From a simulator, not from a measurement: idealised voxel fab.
process module | voxel capacitor over wiring
cross-section cut | 270 nm wide | cells 5 nm
A cross-section is a grid of square cells, given in bands from the top down. A band is one or more rows of cells.
Each band's line starts with the height of the band's top and of its bottom, in nm. Then come its materials from left to right, each with its width in nm. One material with "throughout" fills the band from edge to edge. "air" is empty space.
Height 0 is the level under which the wafer as received is all one material. The lowest band goes on downwards, as in "0 down".
A width such as "30 to 40" changes by the same amount from each row of cells to the next, from the band's top row to its bottom row.
"no change" after a step means that no cell of the cross-section changed.
closed voids: empty space of 8 cells or more with no open way to the top, each as width x height at its distance from the left edge, in nm
after a step's settings: what the simulator itself notes on the step
overlay nm, on a step with a mask: how far to the right of its planned place the mask lay; to the left if negative
plan
1 op RECEIVE | material Si
2 op CONFORMAL_DEP | material SiO2 | thk nm 15
3 op CONFORMAL_DEP | material SiCN | thk nm 5
4 op DIRECTIONAL_DEP | material lowk | thk nm 25
5 op MASKED_ETCH | tone open | mask id METAL_1 | width nm 20 | pitch nm 90 | etch materials lowk | depth nm 15 | overlay nm 0
6 op MASKED_ETCH | tone open | mask id METAL_1 | width nm 20 | pitch nm 90 | etch materials SiCN | depth nm 5 | overlay nm 0
7 op CONFORMAL_DEP | material TiN | thk nm 5
8 op FILL_DEP | material W | thk nm 5
9 op CMP | height nm 45
10 op CONFORMAL_DEP | material SiCN | thk nm 5
11 op DIRECTIONAL_DEP | material lowk | thk nm 20
12 op MASKED_ETCH | tone open | mask id PLUG_1 | width nm 15 | etch materials lowk | depth nm 20 | overlay nm 0
13 op MASKED_ETCH | tone open | mask id PLUG_1 | width nm 15 | etch materials SiCN | depth nm 5 | overlay nm 0
14 op CONFORMAL_DEP | material TiN | thk nm 5
15 op FILL_DEP | material Ru | thk nm 5
16 op CMP | height nm 70
17 op DIRECTIONAL_DEP | material TiN | thk nm 10
18 op DIRECTIONAL_DEP | material HfO2 | thk nm 5
19 op DIRECTIONAL_DEP | material TiN | thk nm 10
20 op MASKED_ETCH | tone cover | mask id UPPER_PLATE | width nm 75 | etch materials TiN | depth nm 10 | overlay nm 0
21 op MASKED_ETCH | tone cover | mask id UPPER_PLATE | width nm 75 | etch materials HfO2 | depth nm 5 | overlay nm 0
22 op PATTERN | tone cover | mask id LOWER_PLATE | material resist | width nm 85 | thk nm 15 | overlay nm 0
23 op DIRECTIONAL_ETCH | etch materials TiN | depth nm 10
24 op STRIP | etch materials resist
25 op FILL_DEP | material SiO2 | thk nm 15
26 op CMP | height nm 105
27 op DIRECTIONAL_DEP | material aC | thk nm 10
28 op PATTERN | tone open | mask id PLUG_2 | material resist | width nm 15 | thk nm 30 | overlay nm 0
29 op DIRECTIONAL_ETCH | etch materials aC | depth nm 10
30 op STRIP | etch materials resist
31 op DIRECTIONAL_ETCH | etch materials SiO2 | depth nm 10
32 op STRIP | etch materials aC
33 op CONFORMAL_DEP | material TiN | thk nm 5
34 op FILL_DEP | material Ru | thk nm 5
35 op CMP | height nm 105
36 op CONFORMAL_DEP | material SiN | thk nm 5
varied across the wafers: depth nm of step 5. The plan shows the first wafer's value. All wafers start alike
first wafer as received, after step 1
  0 down: Si throughout
  closed voids: none
first wafer at the end, after step 36
  110 to 105: SiN throughout
  105 to 100: SiO2 95 | TiN 5 | Ru 5 | TiN 5 | SiO2 160
  100 to 95: SiO2 95 | TiN 15 | SiO2 160
  95 to 85: SiO2 85 | TiN 75 | SiO2 110
  85 to 80: SiO2 85 | HfO2 75 | SiO2 110
  80 to 70: SiO2 80 | TiN 85 | SiO2 105
  70 to 50: lowk 85 | TiN 5 | Ru 5 | TiN 5 | lowk 170
  50 to 45: SiCN 85 | TiN 15 | SiCN 170
  45 to 35: lowk 80 | TiN 5 | W 10 | TiN 5 | lowk 70 | TiN 5 | W 10 | TiN 5 | lowk 80
  35 to 30: lowk 80 | TiN 20 | lowk 70 | TiN 20 | lowk 80
  30 to 20: lowk throughout
  20 to 15: SiCN throughout
  15 to 0: SiO2 throughout
  0 down: Si throughout
  closed voids: none
last wafer at the end
  110 to 105: SiN throughout
  105 to 100: SiO2 95 | TiN 5 | Ru 5 | TiN 5 | SiO2 160
  100 to 95: SiO2 95 | TiN 15 | SiO2 160
  95 to 85: SiO2 85 | TiN 75 | SiO2 110
  85 to 80: SiO2 85 | HfO2 75 | SiO2 110
  80 to 70: SiO2 80 | TiN 85 | SiO2 105
  70 to 50: lowk 85 | TiN 5 | Ru 5 | TiN 5 | lowk 170
  50 to 45: SiCN 85 | TiN 15 | SiCN 170
  45 to 20: lowk 80 | TiN 5 | W 10 | TiN 5 | lowk 70 | TiN 5 | W 10 | TiN 5 | lowk 80
  20 to 15: SiCN 80 | TiN 20 | SiCN 70 | TiN 20 | SiCN 80
  15 to 0: SiO2 throughout
  0 down: Si throughout
  closed voids: none
each wafer at the end: cells of each material gained (+) or lost (-) since it was received, then its closed voids
depth nm 15 | +15 HfO2 | +5 Ru | +105 SiCN | +54 SiN | +455 SiO2 | +96 TiN | +8 W | +450 lowk | closed voids: none
depth nm 20 | +15 HfO2 | +5 Ru | +105 SiCN | +54 SiN | +455 SiO2 | +100 TiN | +12 W | +442 lowk | closed voids: none
depth nm 25 | +15 HfO2 | +5 Ru | +97 SiCN | +54 SiN | +455 SiO2 | +108 TiN | +20 W | +434 lowk | closed voids: none
depth nm 30 | +15 HfO2 | +5 Ru | +97 SiCN | +54 SiN | +455 SiO2 | +108 TiN | +20 W | +434 lowk | closed voids: none
depth nm 35 | +15 HfO2 | +5 Ru | +97 SiCN | +54 SiN | +455 SiO2 | +108 TiN | +20 W | +434 lowk | closed voids: none
depth nm 40 | +15 HfO2 | +5 Ru | +97 SiCN | +54 SiN | +455 SiO2 | +108 TiN | +20 W | +434 lowk | closed voids: none
